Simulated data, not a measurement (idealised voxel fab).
Herein follows the process module entitled voxel transistor to metal.
Section shown: cut. Width: 185 nm. Cell size: 5 nm, square.
Cross-section layout: square cells on a grid; listed as bands, top to bottom; a band spans one or more cell rows. Band entry format. Leading values: height of top, height of bottom, nm. Remainder: materials in left-to-right order, each with its width in nm. Special words: "full width" on a single material, which then fills the band edge to edge; "empty", empty space. Convention: height 0 is the level below which the wafer, as received, is all one material. The lowest band does not terminate at the bottom but continues downward, represented as "top 0, no bottom". You'd read "30..40" like this: the band's top row of cells is as wide as the first number, its bottom row is as wide as the second, and going down, every row changes width by the same amount as the row before did. "no change" (step): cross-section cells unchanged, all of them. This entry, "Fully closed voids", enumerates those empty regions of no fewer than 8 cells that possess no open connection to the top. Each region is reported in the form width x height at distance, the distance being taken from the left edge, with all three quantities expressed in nm. Where a step's line continues beyond its settings, the continuation is a remark by the simulator itself on that step. What "overlay nm" on a step's line means: if the step has a mask, that mask lay this far to the right of its planned place, or, when the value is negative, to the left.
Process steps foreseen in the plan:
1 op RECEIVE | material Si
2 op OXIDIZE | depth nm 5
3 op CONFORMAL_DEP | material SiN | thk nm 10
4 op DIRECTIONAL_DEP | material aC | thk nm 15
5 op PATTERN | tone cover | mask id ACTIVE | material resist | width nm 110 | thk nm 30 | overlay nm 0
6 op DIRECTIONAL_ETCH | etch materials aC | depth nm 15
7 op STRIP | etch materials resist
8 op DIRECTIONAL_ETCH | etch materials SiN | depth nm 10
9 op DIRECTIONAL_ETCH | etch materials SiO2 | depth nm 5
10 op DIRECTIONAL_ETCH | etch materials Si | depth nm 30
11 op STRIP | etch materials aC
12 op FILL_DEP | material SiO2 | thk nm 15
13 op CMP | height nm 10
14 op SELECTIVE_ETCH | etch materials SiO2 | depth nm 10
15 op STRIP | etch materials SiN
16 op SELECTIVE_ETCH | etch materials SiO2 | depth nm 5
17 op OXIDIZE | depth nm 5
18 op DIRECTIONAL_DEP | material polySi | thk nm 20
19 op DIRECTIONAL_DEP | material SiCN | thk nm 10
20 op MASKED_ETCH | tone cover | mask id GATE | width nm 30 | etch materials SiCN | depth nm 20 | overlay nm 0
21 op MASKED_ETCH | tone cover | mask id GATE | width nm 30 | etch materials polySi | depth nm 30 | overlay nm 0
22 op CONFORMAL_DEP | material SiO2 | thk nm 5
23 op DIRECTIONAL_ETCH | etch materials SiO2 | depth nm 5
24 op CONFORMAL_DEP | material SiN | thk nm 5
25 op DIRECTIONAL_ETCH | etch materials SiN | depth nm 5
26 op DIRECTIONAL_ETCH | etch materials SiO2 | depth nm 5
27 op DIRECTIONAL_ETCH | etch materials Si | depth nm 10
28 op EPI | material nSi | thk nm 15
29 op FILL_DEP | material SiO2 | thk nm 5
30 op CMP | height nm 15
31 op STRIP | etch materials polySi
32 op SELECTIVE_ETCH | etch materials SiO2 | depth nm 5
33 op CONFORMAL_DEP | material HfO2 | thk nm 5
34 op CONFORMAL_DEP | material TiN | thk nm 5
35 op FILL_DEP | material W | thk nm 10
36 op CMP | height nm 10
37 op DIRECTIONAL_DEP | material SiO2 | thk nm 10
38 op DIRECTIONAL_DEP | material aC | thk nm 10
39 op PATTERN | tone open | mask id CONTACT | material resist | width nm 15 | pitch nm 75 | thk nm 30 | overlay nm 0
40 op DIRECTIONAL_ETCH | etch materials aC | depth nm 10
41 op STRIP | etch materials resist
42 op DIRECTIONAL_ETCH | etch materials SiO2 | depth nm 25
43 op STRIP | etch materials aC
44 op CONFORMAL_DEP | material TiN | thk nm 5
45 op FILL_DEP | material Ru | thk nm 10
46 op CMP | height nm 20
47 op CONFORMAL_DEP | material SiN | thk nm 5
48 op DIRECTIONAL_DEP | material lowk | thk nm 25
49 op MASKED_ETCH | tone open | mask id METAL_1 | width nm 15 | pitch nm 75 | etch materials lowk | depth nm 25 | overlay nm 0
50 op MASKED_ETCH | tone open | mask id METAL_1 | width nm 15 | pitch nm 75 | etch materials SiN | depth nm 5 | overlay nm 0
51 op CONFORMAL_DEP | material TiN | thk nm 5
52 op FILL_DEP | material Ru | thk nm 10
53 op CMP | height nm 50
54 op EPI | material Ru | thk nm 5
55 op FILL_DEP | material SiCN | thk nm 5
56 op DIRECTIONAL_DEP | material lowk | thk nm 30
57 op PATTERN | tone open | mask id METAL_2 | material resist | width nm 15 | pitch nm 75 | thk nm 15 | overlay nm 0
58 op DIRECTIONAL_ETCH | etch materials lowk | depth nm 20
59 op STRIP | etch materials resist
60 op MASKED_ETCH | tone open | mask id METAL_2_HOLES | width nm 15 | pitch nm 75 | etch materials lowk | depth nm 10 | overlay nm 0
61 op MASKED_ETCH | tone open | mask id METAL_2_HOLES | width nm 15 | pitch nm 75 | etch materials SiCN | depth nm 5 | overlay nm 0
62 op CONFORMAL_DEP | material TiN | thk nm 5
63 op FILL_DEP | material Cu | thk nm 10
64 op CMP | height nm 90
65 op CONFORMAL_DEP | material SiN | thk nm 5
So, the first of our two wafers, run just as we planned it:
Incoming wafer, cross-sectional view, post step 1:
top 0, no bottom: Si full width
Fully closed voids: none
After step 2:
top 0, bottom -5: SiO2 full width
Lower than -5, everything is as it was.
After step 3:
top 10, bottom 0: SiN full width
Lower than 0, everything is as it was.
After step 4:
top 25, bottom 10: aC full width
Lower than 10, everything is as it was.
After step 5:
top 55, bottom 25: empty 35 / resist 110 / empty 40
Lower than 25, everything is as it was.
After step 6:
top 40, bottom 25: empty 35 / resist 110 / empty 40
top 25, bottom 10: empty 35 / aC 110 / empty 40
Lower than 10, everything is as it was.
After step 7:
top 25, bottom 10: empty 35 / aC 110 / empty 40
Lower than 10, everything is as it was.
After step 8:
top 25, bottom 10: empty 35 / aC 110 / empty 40
top 10, bottom 0: empty 35 / SiN 110 / empty 40
Lower than 0, everything is as it was.
After step 9:
top 25, bottom 10: empty 35 / aC 110 / empty 40
top 10, bottom 0: empty 35 / SiN 110 / empty 40
top 0, bottom -5: empty 35 / SiO2 110 / empty 40
Lower than -5, everything is as it was.
After step 10:
top 25, bottom 10: empty 35 / aC 110 / empty 40
top 10, bottom 0: empty 35 / SiN 110 / empty 40
top 0, bottom -5: empty 35 / SiO2 110 / empty 40
top -5, bottom -35: empty 35 / Si 110 / empty 40
Lower than -35, everything is as it was.
After step 11:
top 10, bottom 0: empty 35 / SiN 110 / empty 40
Lower than 0, everything is as it was.
After step 12:
top 25, bottom 10: SiO2 full width
top 10, bottom 0: SiO2 35 / SiN 110 / SiO2 40
top 0, bottom -5: SiO2 full width
top -5, bottom -35: SiO2 35 / Si 110 / SiO2 40
Lower than -35, everything is as it was.
After step 13:
top 10, bottom 0: SiO2 35 / SiN 110 / SiO2 40
Lower than 0, everything is as it was.
After step 14:
top 10, bottom 0: empty 35 / SiN 110 / empty 40
Lower than 0, everything is as it was.
After step 15:
top 0, bottom -5: SiO2 full width
Lower than -5, everything is as it was.
After step 16:
top -5, bottom -35: SiO2 35 / Si 110 / SiO2 40
Lower than -35, everything is as it was.
After step 17:
top -5, bottom -10: SiO2 full width
Lower than -10, everything is as it was.
After step 18:
top 15, bottom -5: polySi full width
Lower than -5, everything is as it was.
After step 19:
top 25, bottom 15: SiCN full width
Lower than 15, everything is as it was.
After step 20:
top 25, bottom 15: empty 75 / SiCN 30 / empty 80
Lower than 15, everything is as it was.
After step 21:
top 25, bottom 15: empty 75 / SiCN 30 / empty 80
top 15, bottom -5: empty 75 / polySi 30 / empty 80
Lower than -5, everything is as it was.
After step 22:
top 30, bottom 25: empty 70 / SiO2 40 / empty 75
top 25, bottom 15: empty 70 / SiO2 5 / SiCN 30 / SiO2 5 / empty 75
top 15, bottom 0: empty 70 / SiO2 5 / polySi 30 / SiO2 5 / empty 75
top 0, bottom -5: SiO2 75 / polySi 30 / SiO2 80
Lower than -5, everything is as it was.
After step 23:
top 25, bottom 15: empty 70 / SiO2 5 / SiCN 30 / SiO2 5 / empty 75
top 15, bottom -5: empty 70 / SiO2 5 / polySi 30 / SiO2 5 / empty 75
Lower than -5, everything is as it was.
After step 24:
top 30, bottom 25: empty 65 / SiN 50 / empty 70
top 25, bottom 15: empty 65 / SiN 5 / SiO2 5 / SiCN 30 / SiO2 5 / SiN 5 / empty 70
top 15, bottom 0: empty 65 / SiN 5 / SiO2 5 / polySi 30 / SiO2 5 / SiN 5 / empty 70
top 0, bottom -5: SiN 70 / SiO2 5 / polySi 30 / SiO2 5 / SiN 75
Lower than -5, everything is as it was.
After step 25:
top 25, bottom 15: empty 65 / SiN 5 / SiO2 5 / SiCN 30 / SiO2 5 / SiN 5 / empty 70
top 15, bottom -5: empty 65 / SiN 5 / SiO2 5 / polySi 30 / SiO2 5 / SiN 5 / empty 70
Lower than -5, everything is as it was.
After step 26:
top 25, bottom 20: empty 65 / SiN 5 / empty 5 / SiCN 30 / empty 5 / SiN 5 / empty 70
top 20, bottom 15: empty 65 / SiN 5 / SiO2 5 / SiCN 30 / SiO2 5 / SiN 5 / empty 70
top 15, bottom -5: empty 65 / SiN 5 / SiO2 5 / polySi 30 / SiO2 5 / SiN 5 / empty 70
top -5, bottom -10: empty 65 / SiO2 50 / empty 70
Lower than -10, everything is as it was.
After step 27:
top 25, bottom 20: empty 65 / SiN 5 / empty 5 / SiCN 30 / empty 5 / SiN 5 / empty 70
top 20, bottom 15: empty 65 / SiN 5 / SiO2 5 / SiCN 30 / SiO2 5 / SiN 5 / empty 70
top 15, bottom -5: empty 65 / SiN 5 / SiO2 5 / polySi 30 / SiO2 5 / SiN 5 / empty 70
top -5, bottom -10: empty 65 / SiO2 50 / empty 70
top -10, bottom -20: SiO2 35 / empty 30 / Si 50 / empty 30 / SiO2 40
Lower than -20, everything is as it was.
After step 28:
top 25, bottom 20: empty 65 / SiN 5 / empty 5 / SiCN 30 / empty 5 / SiN 5 / empty 70
top 20, bottom 15: empty 65 / SiN 5 / SiO2 5 / SiCN 30 / SiO2 5 / SiN 5 / empty 70
top 15, bottom 5: empty 65 / SiN 5 / SiO2 5 / polySi 30 / SiO2 5 / SiN 5 / empty 70
top 5, bottom -5: empty 50 / nSi 15 / SiN 5 / SiO2 5 / polySi 30 / SiO2 5 / SiN 5 / nSi 15 / empty 55
top -5, bottom -10: empty 30 / nSi 35 / SiO2 50 / nSi 35 / empty 35
top -10, bottom -20: SiO2 35 / nSi 30 / Si 50 / nSi 30 / SiO2 40
Lower than -20, everything is as it was.
After step 29:
top 30, bottom 25: SiO2 full width
top 25, bottom 15: SiO2 65 / SiN 5 / SiO2 5 / SiCN 30 / SiO2 5 / SiN 5 / SiO2 70
top 15, bottom 5: SiO2 65 / SiN 5 / SiO2 5 / polySi 30 / SiO2 5 / SiN 5 / SiO2 70
top 5, bottom -5: SiO2 50 / nSi 15 / SiN 5 / SiO2 5 / polySi 30 / SiO2 5 / SiN 5 / nSi 15 / SiO2 55
top -5, bottom -10: SiO2 30 / nSi 35 / SiO2 50 / nSi 35 / SiO2 35
Lower than -10, everything is as it was.
After step 30:
top 15, bottom 5: SiO2 65 / SiN 5 / SiO2 5 / polySi 30 / SiO2 5 / SiN 5 / SiO2 70
Lower than 5, everything is as it was.
After step 31:
top 15, bottom 5: SiO2 65 / SiN 5 / SiO2 5 / empty 30 / SiO2 5 / SiN 5 / SiO2 70
top 5, bottom -5: SiO2 50 / nSi 15 / SiN 5 / SiO2 5 / empty 30 / SiO2 5 / SiN 5 / nSi 15 / SiO2 55
Lower than -5, everything is as it was.
After step 32:
top 15, bottom 10: empty 65 / SiN 5 / empty 40 / SiN 5 / empty 70
top 10, bottom 5: SiO2 65 / SiN 5 / empty 40 / SiN 5 / SiO2 70
top 5, bottom -5: SiO2 50 / nSi 15 / SiN 5 / empty 40 / SiN 5 / nSi 15 / SiO2 55
top -5, bottom -10: SiO2 30 / nSi 35 / SiO2 5 / empty 40 / SiO2 5 / nSi 35 / SiO2 35
Lower than -10, everything is as it was.
After step 33:
top 20, bottom 15: empty 60 / HfO2 15 / empty 30 / HfO2 15 / empty 65
top 15, bottom 10: HfO2 65 / SiN 5 / HfO2 5 / empty 30 / HfO2 5 / SiN 5 / HfO2 70
top 10, bottom 5: SiO2 65 / SiN 5 / HfO2 5 / empty 30 / HfO2 5 / SiN 5 / SiO2 70
top 5, bottom -5: SiO2 50 / nSi 15 / SiN 5 / HfO2 5 / empty 30 / HfO2 5 / SiN 5 / nSi 15 / SiO2 55
top -5, bottom -10: SiO2 30 / nSi 35 / SiO2 5 / HfO2 40 / SiO2 5 / nSi 35 / SiO2 35
Lower than -10, everything is as it was.
After step 34:
top 25, bottom 20: empty 55 / TiN 25 / empty 20 / TiN 25 / empty 60
top 20, bottom 15: TiN 60 / HfO2 15 / TiN 5 / empty 20 / TiN 5 / HfO2 15 / TiN 65
top 15, bottom 10: HfO2 65 / SiN 5 / HfO2 5 / TiN 5 / empty 20 / TiN 5 / HfO2 5 / SiN 5 / HfO2 70
top 10, bottom 5: SiO2 65 / SiN 5 / HfO2 5 / TiN 5 / empty 20 / TiN 5 / HfO2 5 / SiN 5 / SiO2 70
top 5, bottom 0: SiO2 50 / nSi 15 / SiN 5 / HfO2 5 / TiN 5 / empty 20 / TiN 5 / HfO2 5 / SiN 5 / nSi 15 / SiO2 55
top 0, bottom -5: SiO2 50 / nSi 15 / SiN 5 / HfO2 5 / TiN 30 / HfO2 5 / SiN 5 / nSi 15 / SiO2 55
Lower than -5, everything is as it was.
After step 35:
top 35, bottom 25: W full width
top 25, bottom 20: W 55 / TiN 25 / W 20 / TiN 25 / W 60
top 20, bottom 15: TiN 60 / HfO2 15 / TiN 5 / W 20 / TiN 5 / HfO2 15 / TiN 65
top 15, bottom 10: HfO2 65 / SiN 5 / HfO2 5 / TiN 5 / W 20 / TiN 5 / HfO2 5 / SiN 5 / HfO2 70
top 10, bottom 5: SiO2 65 / SiN 5 / HfO2 5 / TiN 5 / W 20 / TiN 5 / HfO2 5 / SiN 5 / SiO2 70
top 5, bottom 0: SiO2 50 / nSi 15 / SiN 5 / HfO2 5 / TiN 5 / W 20 / TiN 5 / HfO2 5 / SiN 5 / nSi 15 / SiO2 55
Lower than 0, everything is as it was.
After step 36:
top 10, bottom 5: SiO2 65 / SiN 5 / HfO2 5 / TiN 5 / W 20 / TiN 5 / HfO2 5 / SiN 5 / SiO2 70
Lower than 5, everything is as it was.
After step 37:
top 20, bottom 10: SiO2 full width
Lower than 10, everything is as it was.
After step 38:
top 30, bottom 20: aC full width
Lower than 20, everything is as it was.
After step 39:
top 60, bottom 30: resist 45 / empty 15 / resist 60 / empty 15 / resist 50
Lower than 30, everything is as it was.
After step 40:
top 50, bottom 30: resist 45 / empty 15 / resist 60 / empty 15 / resist 50
top 30, bottom 20: aC 45 / empty 15 / aC 60 / empty 15 / aC 50
Lower than 20, everything is as it was.
After step 41:
top 30, bottom 20: aC 45 / empty 15 / aC 60 / empty 15 / aC 50
Lower than 20, everything is as it was.
After step 42:
top 30, bottom 20: aC 45 / empty 15 / aC 60 / empty 15 / aC 50
top 20, bottom 10: SiO2 45 / empty 15 / SiO2 60 / empty 15 / SiO2 50
top 10, bottom 5: SiO2 45 / empty 15 / SiO2 5 / SiN 5 / HfO2 5 / TiN 5 / W 20 / TiN 5 / HfO2 5 / SiN 5 / SiO2 5 / empty 15 / SiO2 50
top 5, bottom 0: SiO2 45 / empty 5 / nSi 15 / SiN 5 / HfO2 5 / TiN 5 / W 20 / TiN 5 / HfO2 5 / SiN 5 / nSi 15 / empty 5 / SiO2 50
top 0, bottom -5: SiO2 45 / empty 5 / nSi 15 / SiN 5 / HfO2 5 / TiN 30 / HfO2 5 / SiN 5 / nSi 15 / empty 5 / SiO2 50
Lower than -5, everything is as it was.
After step 43:
top 20, bottom 10: SiO2 45 / empty 15 / SiO2 60 / empty 15 / SiO2 50
Lower than 10, everything is as it was.
After step 44:
top 25, bottom 20: TiN 50 / empty 5 / TiN 70 / empty 5 / TiN 55
top 20, bottom 10: SiO2 45 / TiN 5 / empty 5 / TiN 5 / SiO2 60 / TiN 5 / empty 5 / TiN 5 / SiO2 50
top 10, bottom 5: SiO2 45 / TiN 15 / SiO2 5 / SiN 5 / HfO2 5 / TiN 5 / W 20 / TiN 5 / HfO2 5 / SiN 5 / SiO2 5 / TiN 15 / SiO2 50
top 5, bottom 0: SiO2 45 / TiN 5 / nSi 15 / SiN 5 / HfO2 5 / TiN 5 / W 20 / TiN 5 / HfO2 5 / SiN 5 / nSi 15 / TiN 5 / SiO2 50
top 0, bottom -5: SiO2 45 / TiN 5 / nSi 15 / SiN 5 / HfO2 5 / TiN 30 / HfO2 5 / SiN 5 / nSi 15 / TiN 5 / SiO2 50
Lower than -5, everything is as it was.
After step 45:
top 35, bottom 25: Ru full width
top 25, bottom 20: TiN 50 / Ru 5 / TiN 70 / Ru 5 / TiN 55
top 20, bottom 10: SiO2 45 / TiN 5 / Ru 5 / TiN 5 / SiO2 60 / TiN 5 / Ru 5 / TiN 5 / SiO2 50
Lower than 10, everything is as it was.
After step 46:
top 20, bottom 10: SiO2 45 / TiN 5 / Ru 5 / TiN 5 / SiO2 60 / TiN 5 / Ru 5 / TiN 5 / SiO2 50
Lower than 10, everything is as it was.
After step 47:
top 25, bottom 20: SiN full width
Lower than 20, everything is as it was.
After step 48:
top 50, bottom 25: lowk full width
Lower than 25, everything is as it was.
After step 49:
top 50, bottom 25: lowk 45 / empty 15 / lowk 60 / empty 15 / lowk 50
Lower than 25, everything is as it was.
After step 50:
top 50, bottom 25: lowk 45 / empty 15 / lowk 60 / empty 15 / lowk 50
top 25, bottom 20: SiN 45 / empty 15 / SiN 60 / empty 15 / SiN 50
Lower than 20, everything is as it was.
After step 51:
top 55, bottom 50: TiN 50 / empty 5 / TiN 70 / empty 5 / TiN 55
top 50, bottom 25: lowk 45 / TiN 5 / empty 5 / TiN 5 / lowk 60 / TiN 5 / empty 5 / TiN 5 / lowk 50
top 25, bottom 20: SiN 45 / TiN 15 / SiN 60 / TiN 15 / SiN 50
Lower than 20, everything is as it was.
After step 52:
top 65, bottom 55: Ru full width
top 55, bottom 50: TiN 50 / Ru 5 / TiN 70 / Ru 5 / TiN 55
top 50, bottom 25: lowk 45 / TiN 5 / Ru 5 / TiN 5 / lowk 60 / TiN 5 / Ru 5 / TiN 5 / lowk 50
Lower than 25, everything is as it was.
After step 53:
top 50, bottom 25: lowk 45 / TiN 5 / Ru 5 / TiN 5 / lowk 60 / TiN 5 / Ru 5 / TiN 5 / lowk 50
Lower than 25, everything is as it was.
After step 54:
top 55, bottom 50: empty 40 / Ru 25 / empty 50 / Ru 25 / empty 45
Lower than 50, everything is as it was.
After step 55:
top 60, bottom 55: SiCN full width
top 55, bottom 50: SiCN 40 / Ru 25 / SiCN 50 / Ru 25 / SiCN 45
Lower than 50, everything is as it was.
After step 56:
top 90, bottom 60: lowk full width
Lower than 60, everything is as it was.
After step 57:
top 105, bottom 90: resist 45 / empty 15 / resist 60 / empty 15 / resist 50
Lower than 90, everything is as it was.
After step 58:
top 105, bottom 90: resist 45 / empty 15 / resist 60 / empty 15 / resist 50
top 90, bottom 70: lowk 45 / empty 15 / lowk 60 / empty 15 / lowk 50
Lower than 70, everything is as it was.
After step 59:
top 90, bottom 70: lowk 45 / empty 15 / lowk 60 / empty 15 / lowk 50
Lower than 70, everything is as it was.
After step 60:
top 90, bottom 60: lowk 45 / empty 15 / lowk 60 / empty 15 / lowk 50
Lower than 60, everything is as it was.
After step 61:
top 90, bottom 60: lowk 45 / empty 15 / lowk 60 / empty 15 / lowk 50
top 60, bottom 55: SiCN 45 / empty 15 / SiCN 60 / empty 15 / SiCN 50
Lower than 55, everything is as it was.
After step 62:
top 95, bottom 90: TiN 50 / empty 5 / TiN 70 / empty 5 / TiN 55
top 90, bottom 60: lowk 45 / TiN 5 / empty 5 / TiN 5 / lowk 60 / TiN 5 / empty 5 / TiN 5 / lowk 50
top 60, bottom 55: SiCN 45 / TiN 15 / SiCN 60 / TiN 15 / SiCN 50
Lower than 55, everything is as it was.
After step 63:
top 105, bottom 95: Cu full width
top 95, bottom 90: TiN 50 / Cu 5 / TiN 70 / Cu 5 / TiN 55
top 90, bottom 60: lowk 45 / TiN 5 / Cu 5 / TiN 5 / lowk 60 / TiN 5 / Cu 5 / TiN 5 / lowk 50
Lower than 60, everything is as it was.
After step 64:
top 90, bottom 60: lowk 45 / TiN 5 / Cu 5 / TiN 5 / lowk 60 / TiN 5 / Cu 5 / TiN 5 / lowk 50
Lower than 60, everything is as it was.
After step 65:
top 95, bottom 90: SiN full width
Lower than 90, everything is as it was.
Second wafer, same starting state and plan as the first, one mistake in the run, identical through step 45:
At the planned end of step 46, the second wafer in cross-section: no change
At the planned end of step 47, the second wafer in cross-section:
top 40, bottom 35: SiN full width
Lower than 35, everything is as it was.
At the planned end of step 48, the second wafer in cross-section:
top 65, bottom 40: lowk full width
Lower than 40, everything is as it was.
At the planned end of step 49, the second wafer in cross-section:
top 65, bottom 40: lowk 45 / empty 15 / lowk 60 / empty 15 / lowk 50
Lower than 40, everything is as it was.
At the planned end of step 50, the second wafer in cross-section:
top 65, bottom 40: lowk 45 / empty 15 / lowk 60 / empty 15 / lowk 50
top 40, bottom 35: SiN 45 / empty 15 / SiN 60 / empty 15 / SiN 50
Lower than 35, everything is as it was.
At the planned end of step 51, the second wafer in cross-section:
top 70, bottom 65: TiN 50 / empty 5 / TiN 70 / empty 5 / TiN 55
top 65, bottom 40: lowk 45 / TiN 5 / empty 5 / TiN 5 / lowk 60 / TiN 5 / empty 5 / TiN 5 / lowk 50
top 40, bottom 35: SiN 45 / TiN 15 / SiN 60 / TiN 15 / SiN 50
Lower than 35, everything is as it was.
At the planned end of step 52, the second wafer in cross-section:
top 80, bottom 70: Ru full width
top 70, bottom 65: TiN 50 / Ru 5 / TiN 70 / Ru 5 / TiN 55
top 65, bottom 40: lowk 45 / TiN 5 / Ru 5 / TiN 5 / lowk 60 / TiN 5 / Ru 5 / TiN 5 / lowk 50
Lower than 40, everything is as it was.
At the planned end of step 53, the second wafer in cross-section:
top 50, bottom 40: lowk 45 / TiN 5 / Ru 5 / TiN 5 / lowk 60 / TiN 5 / Ru 5 / TiN 5 / lowk 50
Lower than 40, everything is as it was.
At the planned end of step 54, the second wafer in cross-section:
top 55, bottom 50: empty 40 / Ru 25 / empty 50 / Ru 25 / empty 45
Lower than 50, everything is as it was.
At the planned end of step 55, the second wafer in cross-section:
top 60, bottom 55: SiCN full width
top 55, bottom 50: SiCN 40 / Ru 25 / SiCN 50 / Ru 25 / SiCN 45
Lower than 50, everything is as it was.
At the planned end of step 56, the second wafer in cross-section:
top 90, bottom 60: lowk full width
Lower than 60, everything is as it was.
At the planned end of step 57, the second wafer in cross-section:
top 105, bottom 90: resist 45 / empty 15 / resist 60 / empty 15 / resist 50
Lower than 90, everything is as it was.
At the planned end of step 58, the second wafer in cross-section:
top 105, bottom 90: resist 45 / empty 15 / resist 60 / empty 15 / resist 50
top 90, bottom 70: lowk 45 / empty 15 / lowk 60 / empty 15 / lowk 50
Lower than 70, everything is as it was.
At the planned end of step 59, the second wafer in cross-section:
top 90, bottom 70: lowk 45 / empty 15 / lowk 60 / empty 15 / lowk 50
Lower than 70, everything is as it was.
At the planned end of step 60, the second wafer in cross-section:
top 90, bottom 60: lowk 45 / empty 15 / lowk 60 / empty 15 / lowk 50
Lower than 60, everything is as it was.
At the planned end of step 61, the second wafer in cross-section:
top 90, bottom 60: lowk 45 / empty 15 / lowk 60 / empty 15 / lowk 50
top 60, bottom 55: SiCN 45 / empty 15 / SiCN 60 / empty 15 / SiCN 50
Lower than 55, everything is as it was.
At the planned end of step 62, the second wafer in cross-section:
top 95, bottom 90: TiN 50 / empty 5 / TiN 70 / empty 5 / TiN 55
top 90, bottom 60: lowk 45 / TiN 5 / empty 5 / TiN 5 / lowk 60 / TiN 5 / empty 5 / TiN 5 / lowk 50
top 60, bottom 55: SiCN 45 / TiN 15 / SiCN 60 / TiN 15 / SiCN 50
Lower than 55, everything is as it was.
At the planned end of step 63, the second wafer in cross-section:
top 105, bottom 95: Cu full width
top 95, bottom 90: TiN 50 / Cu 5 / TiN 70 / Cu 5 / TiN 55
top 90, bottom 60: lowk 45 / TiN 5 / Cu 5 / TiN 5 / lowk 60 / TiN 5 / Cu 5 / TiN 5 / lowk 50
Lower than 60, everything is as it was.
At the planned end of step 64, the second wafer in cross-section:
top 90, bottom 60: lowk 45 / TiN 5 / Cu 5 / TiN 5 / lowk 60 / TiN 5 / Cu 5 / TiN 5 / lowk 50
Lower than 60, everything is as it was.
At the planned end of step 65, the second wafer in cross-section:
top 95, bottom 90: SiN full width
Lower than 90, everything is as it was.
Diagnosis: step 46 of the plan never got run, it was skipped over
Final difference in cells, second wafer against first, listed per material as more or fewer: 70 more of Ru, 23 more of TiN, 93 fewer of lowk
